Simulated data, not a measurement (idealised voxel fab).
The name of this process module is voxel air gaps.
The figure presents cross-section cut, which has a width of 220 nm and is divided into square cells with an edge length of 5 nm.
Cross-section = grid of square cells, listed top down in bands; band = one or more rows. Heads up on the band format: heights come first, top then bottom, in nm. After that it's the materials left to right, each with its width in nm. A single material flagged "all across" fills the whole band edge to edge, and "blank" means there's empty space there. Beneath 0, the wafer as received is one material, and that level is where height counting begins. The lowest band goes on downward without a bottom; it is written like "from 0 down". Graded width ("30..40"): value in top row of band = first number; value in bottom row = second number; row-to-row change constant. Given "no modifications" for a step, no cell of the cross-section differs between before and after that step. What "Enclosed cavity list" gives you is every empty space of 8 cells or more that is cut off from the top. Each appears as width x height at distance, with the distance taken from the left edge and width, height and distance all in nm. On a step's line, text after the settings is the simulator commenting on that step. overlay nm: on a step with a mask, how far right of its planned place the mask lay; negative means left.
[Process steps (planned)]
- 1: RECEIVE (material Si)
- 2: CONFORMAL_DEP (material SiO2; thk nm 15)
- 3: CONFORMAL_DEP (material SiN; thk nm 5)
- 4: DIRECTIONAL_DEP (material SiO2; thk nm 35)
- 5: DIRECTIONAL_DEP (material aC; thk nm 15)
- 6: PATTERN (tone open; mask id LINES; material resist; width nm 20; pitch nm 50; thk nm 30; overlay nm 0)
- 7: DIRECTIONAL_ETCH (etch materials aC; depth nm 15)
- 8: STRIP (etch materials resist)
- 9: DIRECTIONAL_ETCH (etch materials SiO2; depth nm 35)
- 10: STRIP (etch materials aC)
- 11: CONFORMAL_DEP (material TiN; thk nm 5)
- 12: FILL_DEP (material W; thk nm 10)
- 13: CMP (height nm 55)
- 14: EPI (material Ru; thk nm 10)
- 15: SELECTIVE_ETCH (etch materials SiO2; depth nm 45)
- 16: CONFORMAL_DEP (material SiCN; thk nm 5)
[Cross-section of the incoming wafer, state after step 1]
	from 0 down = Si all across
	Enclosed cavity list: none
[Look at the cross-section after the module: the wafer started out the way shown above and the plan was the one shown above, yet one mistake was made along the way]
	from 60 to 55 = SiCN all across
	from 55 to 50 = SiN all across
	from 50 to 0 = SiO2 all across
	from 0 down = Si all across
	Enclosed cavity list: none
Short version of what went wrong: contrary to the plan, steps 3 and 4 were processed in exchanged order
